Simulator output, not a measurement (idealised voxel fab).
The document below concerns the process module designated voxel transistor to metal.
The figure presents cross-section cut, which has a width of 265 nm and is divided into square cells with an edge length of 5 nm.
Reading order for cross-sections: top band down to bottom band. Underlying form: a grid of square cells. Band size: one or more rows of cells.
Within each band entry, the heights of the top and of the bottom of the band appear first, in that order and in nm; the materials of the band then follow from left to right, each with its corresponding width in nm. The designation "everywhere" on a single material indicates that it fills the band from edge to edge; the designation "blank" indicates empty space.
Heights are expressed relative to 0, this being the level below which the as-received wafer comprises one material exclusively. The lowest band is unbounded in the downward direction and is denoted as in "0 down".
Top row gets the first number, bottom row gets the second, and each row in between changes by the same step: that is how a band width like "30..40" works.
Step marked "identical to before"? Then no cell in the cross-section changed in it.
"Fully closed voids" means: voids of 8 cells or more that are shut off from the top with no open way through. Written width x height at distance, distance from the left edge, in nm.
Anything after a step's settings on that line? It's the simulator's own note about the step.
What "overlay nm" on a step's line means: if the step has a mask, that mask lay this far to the right of its planned place, or, when the value is negative, to the left.

These are the steps we planned for the process
1 op RECEIVE | material Si
2 op OXIDIZE | depth nm 5
3 op CONFORMAL_DEP | material SiN | thk nm 15
4 op PATTERN | tone cover | mask id ACTIVE | material resist | width nm 105 | pitch nm 130 | thk nm 20 | overlay nm 0
5 op DIRECTIONAL_ETCH | etch materials SiN | depth nm 15
6 op DIRECTIONAL_ETCH | etch materials SiO2 | depth nm 5
7 op DIRECTIONAL_ETCH | etch materials Si | depth nm 25
8 op STRIP | etch materials resist
9 op OXIDIZE | depth nm 5
10 op FILL_DEP | material SiO2 | thk nm 15
11 op CMP | height nm 15
12 op SELECTIVE_ETCH | etch materials SiO2 | depth nm 10
13 op STRIP | etch materials SiN
14 op SELECTIVE_ETCH | etch materials SiO2 | depth nm 5
15 op OXIDIZE | depth nm 5
16 op DIRECTIONAL_DEP | material polySi | thk nm 25
17 op DIRECTIONAL_DEP | material SiCN | thk nm 10
18 op MASKED_ETCH | tone cover | mask id GATE | width nm 25 | pitch nm 130 | etch materials SiCN | depth nm 20 | overlay nm 0
19 op MASKED_ETCH | tone cover | mask id GATE | width nm 25 | pitch nm 130 | etch materials polySi | depth nm 35 | overlay nm 0
20 op CONFORMAL_DEP | material SiN | thk nm 5
21 op DIRECTIONAL_ETCH | etch materials SiN | depth nm 5
22 op DIRECTIONAL_ETCH | etch materials SiO2 | depth nm 5
23 op EPI | material nSi | thk nm 5
24 op FILL_DEP | material SiO2 | thk nm 5
25 op CMP | height nm 30
26 op DIRECTIONAL_DEP | material SiO2 | thk nm 10
27 op MASKED_ETCH | tone open | mask id CONTACT | width nm 15 | etch materials SiO2 | depth nm 45 | overlay nm 0
28 op CONFORMAL_DEP | material TiN | thk nm 5
29 op FILL_DEP | material Ru | thk nm 10
30 op CMP | height nm 40
31 op CONFORMAL_DEP | material SiN | thk nm 5
32 op DIRECTIONAL_DEP | material SiO2 | thk nm 25
33 op MASKED_ETCH | tone open | mask id METAL_1 | width nm 15 | etch materials SiO2 | depth nm 25 | overlay nm 0
34 op MASKED_ETCH | tone open | mask id METAL_1 | width nm 15 | etch materials SiN | depth nm 5 | overlay nm 0
35 op CONFORMAL_DEP | material TiN | thk nm 5
36 op FILL_DEP | material Ru | thk nm 10
37 op CMP | height nm 70
38 op EPI | material Ru | thk nm 5
39 op FILL_DEP | material SiCN | thk nm 5

Below: the first of two wafers, run as planned

Step 1 complete: cross-section of the wafer as received
  0 down  Si everywhere
  Fully closed voids: none

The wafer, seen in cross-section, after step 2
  0 to -5  SiO2 everywhere
  Under -5: no change, same as before.

The wafer, seen in cross-section, after step 3
  15 to 0  SiN everywhere
  Under 0: no change, same as before.

The wafer, seen in cross-section, after step 4
  35 to 15  blank (15), resist (105), blank (25), resist (105), blank (15)
  Under 15: no change, same as before.

The wafer, seen in cross-section, after step 5
  35 to 15  blank (15), resist (105), blank (25), resist (105), blank (15)
  15 to 0  blank (15), SiN (105), blank (25), SiN (105), blank (15)
  Under 0: no change, same as before.

The wafer, seen in cross-section, after step 6
  35 to 15  blank (15), resist (105), blank (25), resist (105), blank (15)
  15 to 0  blank (15), SiN (105), blank (25), SiN (105), blank (15)
  0 to -5  blank (15), SiO2 (105), blank (25), SiO2 (105), blank (15)
  Under -5: no change, same as before.

The wafer, seen in cross-section, after step 7
  35 to 15  blank (15), resist (105), blank (25), resist (105), blank (15)
  15 to 0  blank (15), SiN (105), blank (25), SiN (105), blank (15)
  0 to -5  blank (15), SiO2 (105), blank (25), SiO2 (105), blank (15)
  -5 to -30  blank (15), Si (105), blank (25), Si (105), blank (15)
  Under -30: no change, same as before.

The wafer, seen in cross-section, after step 8
  15 to 0  blank (15), SiN (105), blank (25), SiN (105), blank (15)
  Under 0: no change, same as before.

The wafer, seen in cross-section, after step 9
  15 to 0  blank (15), SiN (105), blank (25), SiN (105), blank (15)
  0 to -5  blank (15), SiO2 (105), blank (25), SiO2 (105), blank (15)
  -5 to -30  blank (15), SiO2 (5), Si (95), SiO2 (5), blank (25), SiO2 (5), Si (95), SiO2 (5), blank (15)
  -30 to -35  SiO2 (20), Si (95), SiO2 (35), Si (95), SiO2 (20)
  Under -35: no change, same as before.

The wafer, seen in cross-section, after step 10
  30 to 15  SiO2 everywhere
  15 to 0  SiO2 (15), SiN (105), SiO2 (25), SiN (105), SiO2 (15)
  0 to -5  SiO2 everywhere
  -5 to -35  SiO2 (20), Si (95), SiO2 (35), Si (95), SiO2 (20)
  Under -35: no change, same as before.

The wafer, seen in cross-section, after step 11
  15 to 0  SiO2 (15), SiN (105), SiO2 (25), SiN (105), SiO2 (15)
  Under 0: no change, same as before.

The wafer, seen in cross-section, after step 12
  15 to 5  blank (15), SiN (105), blank (25), SiN (105), blank (15)
  Under 5: no change, same as before.

The wafer, seen in cross-section, after step 13
  5 to 0  SiO2 (15), blank (105), SiO2 (25), blank (105), SiO2 (15)
  Under 0: no change, same as before.

The wafer, seen in cross-section, after step 14
  0 to -5  SiO2 (10), blank (115), SiO2 (15), blank (115), SiO2 (10)
  Under -5: no change, same as before.

The wafer, seen in cross-section, after step 15
  0 to -5  SiO2 (10), blank (115), SiO2 (15), blank (115), SiO2 (10)
  -5 to -10  SiO2 everywhere
  Under -10: no change, same as before.

The wafer, seen in cross-section, after step 16
  25 to 20  polySi (10), blank (115), polySi (15), blank (115), polySi (10)
  20 to 0  polySi everywhere
  0 to -5  SiO2 (10), polySi (115), SiO2 (15), polySi (115), SiO2 (10)
  Under -5: no change, same as before.

The wafer, seen in cross-section, after step 17
  35 to 30  SiCN (10), blank (115), SiCN (15), blank (115), SiCN (10)
  30 to 25  SiCN everywhere
  25 to 20  polySi (10), SiCN (115), polySi (15), SiCN (115), polySi (10)
  Under 20: no change, same as before.

The wafer, seen in cross-section, after step 18
  30 to 25  blank (55), SiCN (25), blank (105), SiCN (25), blank (55)
  25 to 20  polySi (10), blank (45), SiCN (25), blank (45), polySi (15), blank (45), SiCN (25), blank (45), polySi (10)
  Under 20: no change, same as before.

The wafer, seen in cross-section, after step 19
  30 to 20  blank (55), SiCN (25), blank (105), SiCN (25), blank (55)
  20 to 0  blank (55), polySi (25), blank (105), polySi (25), blank (55)
  0 to -5  SiO2 (10), blank (45), polySi (25), blank (45), SiO2 (15), blank (45), polySi (25), blank (45), SiO2 (10)
  Under -5: no change, same as before.

The wafer, seen in cross-section, after step 20
  35 to 30  blank (50), SiN (35), blank (95), SiN (35), blank (50)
  30 to 20  blank (50), SiN (5), SiCN (25), SiN (5), blank (95), SiN (5), SiCN (25), SiN (5), blank (50)
  20 to 5  blank (50), SiN (5), polySi (25), SiN (5), blank (95), SiN (5), polySi (25), SiN (5), blank (50)
  5 to 0  SiN (15), blank (35), SiN (5), polySi (25), SiN (5), blank (35), SiN (25), blank (35), SiN (5), polySi (25), SiN (5), blank (35), SiN (15)
  0 to -5  SiO2 (10), SiN (45), polySi (25), SiN (45), SiO2 (15), SiN (45), polySi (25), SiN (45), SiO2 (10)
  Under -5: no change, same as before.

The wafer, seen in cross-section, after step 21
  30 to 20  blank (50), SiN (5), SiCN (25), SiN (5), blank (95), SiN (5), SiCN (25), SiN (5), blank (50)
  20 to 0  blank (50), SiN (5), polySi (25), SiN (5), blank (95), SiN (5), polySi (25), SiN (5), blank (50)
  0 to -5  SiO2 (10), SiN (5), blank (35), SiN (5), polySi (25), SiN (5), blank (35), SiN (5), SiO2 (15), SiN (5), blank (35), SiN (5), polySi (25), SiN (5), blank (35), SiN (5), SiO2 (10)
  Under -5: no change, same as before.

The wafer, seen in cross-section, after step 22
  30 to 20  blank (50), SiN (5), SiCN (25), SiN (5), blank (95), SiN (5), SiCN (25), SiN (5), blank (50)
  20 to 0  blank (50), SiN (5), polySi (25), SiN (5), blank (95), SiN (5), polySi (25), SiN (5), blank (50)
  0 to -5  blank (10), SiN (5), blank (35), SiN (5), polySi (25), SiN (5), blank (35), SiN (5), blank (15), SiN (5), blank (35), SiN (5), polySi (25), SiN (5), blank (35), SiN (5), blank (10)
  -5 to -10  SiO2 (15), blank (35), SiO2 (35), blank (35), SiO2 (25), blank (35), SiO2 (35), blank (35), SiO2 (15)
  Under -10: no change, same as before.

The wafer, seen in cross-section, after step 23
  30 to 20  blank (50), SiN (5), SiCN (25), SiN (5), blank (95), SiN (5), SiCN (25), SiN (5), blank (50)
  20 to 0  blank (50), SiN (5), polySi (25), SiN (5), blank (95), SiN (5), polySi (25), SiN (5), blank (50)
  0 to -5  blank (10), SiN (5), blank (35), SiN (5), polySi (25), SiN (5), blank (35), SiN (5), blank (15), SiN (5), blank (35), SiN (5), polySi (25), SiN (5), blank (35), SiN (5), blank (10)
  -5 to -10  SiO2 (15), nSi (35), SiO2 (35), nSi (35), SiO2 (25), nSi (35), SiO2 (35), nSi (35), SiO2 (15)
  Under -10: no change, same as before.

The wafer, seen in cross-section, after step 24
  35 to 30  SiO2 everywhere
  30 to 20  SiO2 (50), SiN (5), SiCN (25), SiN (5), SiO2 (95), SiN (5), SiCN (25), SiN (5), SiO2 (50)
  20 to 0  SiO2 (50), SiN (5), polySi (25), SiN (5), SiO2 (95), SiN (5), polySi (25), SiN (5), SiO2 (50)
  0 to -5  SiO2 (10), SiN (5), SiO2 (35), SiN (5), polySi (25), SiN (5), SiO2 (35), SiN (5), SiO2 (15), SiN (5), SiO2 (35), SiN (5), polySi (25), SiN (5), SiO2 (35), SiN (5), SiO2 (10)
  Under -5: no change, same as before.

The wafer, seen in cross-section, after step 25
  30 to 20  SiO2 (50), SiN (5), SiCN (25), SiN (5), SiO2 (95), SiN (5), SiCN (25), SiN (5), SiO2 (50)
  Under 20: no change, same as before.

The wafer, seen in cross-section, after step 26
  40 to 30  SiO2 everywhere
  Under 30: no change, same as before.

The wafer, seen in cross-section, after step 27
  40 to 30  SiO2 (25), blank (15), SiO2 (55), blank (15), SiO2 (45), blank (15), SiO2 (55), blank (15), SiO2 (25)
  30 to 20  SiO2 (25), blank (15), SiO2 (10), SiN (5), SiCN (25), SiN (5), SiO2 (10), blank (15), SiO2 (45), blank (15), SiO2 (10), SiN (5), SiCN (25), SiN (5), SiO2 (10), blank (15), SiO2 (25)
  20 to 0  SiO2 (25), blank (15), SiO2 (10), SiN (5), polySi (25), SiN (5), SiO2 (10), blank (15), SiO2 (45), blank (15), SiO2 (10), SiN (5), polySi (25), SiN (5), SiO2 (10), blank (15), SiO2 (25)
  0 to -5  SiO2 (10), SiN (5), SiO2 (10), blank (15), SiO2 (10), SiN (5), polySi (25), SiN (5), SiO2 (10), blank (15), SiO2 (10), SiN (5), SiO2 (15), SiN (5), SiO2 (10), blank (15), SiO2 (10), SiN (5), polySi (25), SiN (5), SiO2 (10), blank (15), SiO2 (10), SiN (5), SiO2 (10)
  Under -5: no change, same as before.

The wafer, seen in cross-section, after step 28
  45 to 40  TiN (30), blank (5), TiN (65), blank (5), TiN (55), blank (5), TiN (65), blank (5), TiN (30)
  40 to 30  SiO2 (25), TiN (5), blank (5), TiN (5), SiO2 (55), TiN (5), blank (5), TiN (5), SiO2 (45), TiN (5), blank (5), TiN (5), SiO2 (55), TiN (5), blank (5), TiN (5), SiO2 (25)
  30 to 20  SiO2 (25), TiN (5), blank (5), TiN (5), SiO2 (10), SiN (5), SiCN (25), SiN (5), SiO2 (10), TiN (5), blank (5), TiN (5), SiO2 (45), TiN (5), blank (5), TiN (5), SiO2 (10), SiN (5), SiCN (25), SiN (5), SiO2 (10), TiN (5), blank (5), TiN (5), SiO2 (25)
  20 to 0  SiO2 (25), TiN (5), blank (5), TiN (5), SiO2 (10), SiN (5), polySi (25), SiN (5), SiO2 (10), TiN (5), blank (5), TiN (5), SiO2 (45), TiN (5), blank (5), TiN (5), SiO2 (10), SiN (5), polySi (25), SiN (5), SiO2 (10), TiN (5), blank (5), TiN (5), SiO2 (25)
  0 to -5  SiO2 (10), SiN (5), SiO2 (10), TiN (15), SiO2 (10), SiN (5), polySi (25), SiN (5), SiO2 (10), TiN (15), SiO2 (10), SiN (5), SiO2 (15), SiN (5), SiO2 (10), TiN (15), SiO2 (10), SiN (5), polySi (25), SiN (5), SiO2 (10), TiN (15), SiO2 (10), SiN (5), SiO2 (10)
  Under -5: no change, same as before.

The wafer, seen in cross-section, after step 29
  55 to 45  Ru everywhere
  45 to 40  TiN (30), Ru (5), TiN (65), Ru (5), TiN (55), Ru (5), TiN (65), Ru (5), TiN (30)
  40 to 30  SiO2 (25), TiN (5), Ru (5), TiN (5), SiO2 (55), TiN (5), Ru (5), TiN (5), SiO2 (45), TiN (5), Ru (5), TiN (5), SiO2 (55), TiN (5), Ru (5), TiN (5), SiO2 (25)
  30 to 20  SiO2 (25), TiN (5), Ru (5), TiN (5), SiO2 (10), SiN (5), SiCN (25), SiN (5), SiO2 (10), TiN (5), Ru (5), TiN (5), SiO2 (45), TiN (5), Ru (5), TiN (5), SiO2 (10), SiN (5), SiCN (25), SiN (5), SiO2 (10), TiN (5), Ru (5), TiN (5), SiO2 (25)
  20 to 0  SiO2 (25), TiN (5), Ru (5), TiN (5), SiO2 (10), SiN (5), polySi (25), SiN (5), SiO2 (10), TiN (5), Ru (5), TiN (5), SiO2 (45), TiN (5), Ru (5), TiN (5), SiO2 (10), SiN (5), polySi (25), SiN (5), SiO2 (10), TiN (5), Ru (5), TiN (5), SiO2 (25)
  Under 0: no change, same as before.

The wafer, seen in cross-section, after step 30
  40 to 30  SiO2 (25), TiN (5), Ru (5), TiN (5), SiO2 (55), TiN (5), Ru (5), TiN (5), SiO2 (45), TiN (5), Ru (5), TiN (5), SiO2 (55), TiN (5), Ru (5), TiN (5), SiO2 (25)
  Under 30: no change, same as before.

The wafer, seen in cross-section, after step 31
  45 to 40  SiN everywhere
  Under 40: no change, same as before.

The wafer, seen in cross-section, after step 32
  70 to 45  SiO2 everywhere
  Under 45: no change, same as before.

The wafer, seen in cross-section, after step 33
  70 to 45  SiO2 (25), blank (15), SiO2 (55), blank (15), SiO2 (45), blank (15), SiO2 (55), blank (15), SiO2 (25)
  Under 45: no change, same as before.

The wafer, seen in cross-section, after step 34
  70 to 45  SiO2 (25), blank (15), SiO2 (55), blank (15), SiO2 (45), blank (15), SiO2 (55), blank (15), SiO2 (25)
  45 to 40  SiN (25), blank (15), SiN (55), blank (15), SiN (45), blank (15), SiN (55), blank (15), SiN (25)
  Under 40: no change, same as before.

The wafer, seen in cross-section, after step 35
  75 to 70  TiN (30), blank (5), TiN (65), blank (5), TiN (55), blank (5), TiN (65), blank (5), TiN (30)
  70 to 45  SiO2 (25), TiN (5), blank (5), TiN (5), SiO2 (55), TiN (5), blank (5), TiN (5), SiO2 (45), TiN (5), blank (5), TiN (5), SiO2 (55), TiN (5), blank (5), TiN (5), SiO2 (25)
  45 to 40  SiN (25), TiN (15), SiN (55), TiN (15), SiN (45), TiN (15), SiN (55), TiN (15), SiN (25)
  Under 40: no change, same as before.

The wafer, seen in cross-section, after step 36
  85 to 75  Ru everywhere
  75 to 70  TiN (30), Ru (5), TiN (65), Ru (5), TiN (55), Ru (5), TiN (65), Ru (5), TiN (30)
  70 to 45  SiO2 (25), TiN (5), Ru (5), TiN (5), SiO2 (55), TiN (5), Ru (5), TiN (5), SiO2 (45), TiN (5), Ru (5), TiN (5), SiO2 (55), TiN (5), Ru (5), TiN (5), SiO2 (25)
  Under 45: no change, same as before.

The wafer, seen in cross-section, after step 37
  70 to 45  SiO2 (25), TiN (5), Ru (5), TiN (5), SiO2 (55), TiN (5), Ru (5), TiN (5), SiO2 (45), TiN (5), Ru (5), TiN (5), SiO2 (55), TiN (5), Ru (5), TiN (5), SiO2 (25)
  Under 45: no change, same as before.

The wafer, seen in cross-section, after step 38
  75 to 70  blank (20), Ru (25), blank (45), Ru (25), blank (35), Ru (25), blank (45), Ru (25), blank (20)
  Under 70: no change, same as before.

The wafer, seen in cross-section, after step 39
  80 to 75  SiCN everywhere
  75 to 70  SiCN (20), Ru (25), SiCN (45), Ru (25), SiCN (35), Ru (25), SiCN (45), Ru (25), SiCN (20)
  Under 70: no change, same as before.

Okay, second wafer. Nothing different at the start, nothing different in the plan, just one mistake somewhere in the running. As far as step 29, counting that step, it's the first wafer all over again

Cross-section of the second wafer at the time step 30 of the plan should have ended: identical to before

Cross-section of the second wafer at the time step 31 of the plan should have ended
  60 to 55  SiN everywhere
  Under 55: no change, same as before.

Cross-section of the second wafer at the time step 32 of the plan should have ended
  85 to 60  SiO2 everywhere
  Under 60: no change, same as before.

Cross-section of the second wafer at the time step 33 of the plan should have ended
  85 to 60  SiO2 (25), blank (15), SiO2 (55), blank (15), SiO2 (45), blank (15), SiO2 (55), blank (15), SiO2 (25)
  Under 60: no change, same as before.

Cross-section of the second wafer at the time step 34 of the plan should have ended
  85 to 60  SiO2 (25), blank (15), SiO2 (55), blank (15), SiO2 (45), blank (15), SiO2 (55), blank (15), SiO2 (25)
  60 to 55  SiN (25), blank (15), SiN (55), blank (15), SiN (45), blank (15), SiN (55), blank (15), SiN (25)
  Under 55: no change, same as before.

Cross-section of the second wafer at the time step 35 of the plan should have ended
  90 to 85  TiN (30), blank (5), TiN (65), blank (5), TiN (55), blank (5), TiN (65), blank (5), TiN (30)
  85 to 60  SiO2 (25), TiN (5), blank (5), TiN (5), SiO2 (55), TiN (5), blank (5), TiN (5), SiO2 (45), TiN (5), blank (5), TiN (5), SiO2 (55), TiN (5), blank (5), TiN (5), SiO2 (25)
  60 to 55  SiN (25), TiN (15), SiN (55), TiN (15), SiN (45), TiN (15), SiN (55), TiN (15), SiN (25)
  Under 55: no change, same as before.

Cross-section of the second wafer at the time step 36 of the plan should have ended
  100 to 90  Ru everywhere
  90 to 85  TiN (30), Ru (5), TiN (65), Ru (5), TiN (55), Ru (5), TiN (65), Ru (5), TiN (30)
  85 to 60  SiO2 (25), TiN (5), Ru (5), TiN (5), SiO2 (55), TiN (5), Ru (5), TiN (5), SiO2 (45), TiN (5), Ru (5), TiN (5), SiO2 (55), TiN (5), Ru (5), TiN (5), SiO2 (25)
  Under 60: no change, same as before.

Cross-section of the second wafer at the time step 37 of the plan should have ended
  70 to 60  SiO2 (25), TiN (5), Ru (5), TiN (5), SiO2 (55), TiN (5), Ru (5), TiN (5), SiO2 (45), TiN (5), Ru (5), TiN (5), SiO2 (55), TiN (5), Ru (5), TiN (5), SiO2 (25)
  Under 60: no change, same as before.

Cross-section of the second wafer at the time step 38 of the plan should have ended
  75 to 70  blank (20), Ru (25), blank (45), Ru (25), blank (35), Ru (25), blank (45), Ru (25), blank (20)
  Under 70: no change, same as before.

Cross-section of the second wafer at the time step 39 of the plan should have ended
  80 to 75  SiCN everywhere
  75 to 70  SiCN (20), Ru (25), SiCN (45), Ru (25), SiCN (35), Ru (25), SiCN (45), Ru (25), SiCN (20)
  Under 70: no change, same as before.
In executing the process, a mistake was made relative to the plan: step 30 of the plan: omitted, not performed
At the finish, the second wafer shows more or fewer cells for some materials than the first does: Ru +98, SiO2 -123, TiN +25
